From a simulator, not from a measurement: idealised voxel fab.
Name of the process module below: voxel local oxidation
Section cut is 240 nm wide and gridded with 5 nm square cells.
Cross-section, as written here: a square-cell grid given band by band from the top down, where a band holds one or more rows of cells.
Within each band entry, the heights of the top and of the bottom of the band appear first, in that order and in nm; the materials of the band then follow from left to right, each with its corresponding width in nm. The designation "full width" on a single material indicates that it fills the band from edge to edge; the designation "empty" indicates empty space.
The level at which height equals 0 is the one under which the wafer, as it arrives, is entirely one material. No lower edge exists for the bottom band, which continues downward and is notated as in "0 -> down".
Width "30->40": first value at the band's top row of cells, second value at its bottom row, equal change from row to row.
The cross-section has no changed cell in any step marked "stayed the same".
Closed-off voids of 8+ cells (no open route to the top) go in "Sealed-off cavities", written width x height at distance from the left edge, in nm.
Read whatever lies past the settings on a step's line as the simulator's own remark about the step.
For masked steps, "overlay nm" on the step line gives how far right of plan the mask actually lay; a minus sign means it lay to the left.

### So here's the lineup of process steps we planned
1. RECEIVE: material Si
2. OXIDIZE: depth nm 5
3. CONFORMAL_DEP: material SiN, thk nm 15
4. MASKED_ETCH: tone cover, mask id ACTIVE, width nm 90, etch materials SiN, depth nm 15, overlay nm 0
5. SELECTIVE_ETCH: etch materials SiO2, depth nm 5
6. OXIDIZE: depth nm 10
7. STRIP: etch materials SiN

### As received (post step 1): cross-section
> 0 -> down  Si full width
> Sealed-off cavities: none

### Cross-sectional view of the first of the two wafers upon completion of the module, processed in accordance with the plan
> 0 -> -5  80 of empty  80 of SiO2  80 of empty
> -5 -> -15  90 of SiO2  60 of Si  90 of SiO2
> -15 -> down  Si full width
> Sealed-off cavities: none

### Cross-sectional image of the second wafer of the two following completion of the module. Starting state and process plan were the same as for the first wafer; one execution error occurred
> -5 -> -15  90 of empty  60 of Si  90 of empty
> -15 -> down  Si full width
> Sealed-off cavities: none
Heads up, the wafer didn't run the way we planned it: so step 7 ended up running with a different setting than we planned, it ran as STRIP: etch materials SiO2
It is noted that, at the conclusion of processing, the second wafer exhibits a higher or lower cell count for certain materials relative to the first: -88 SiO2
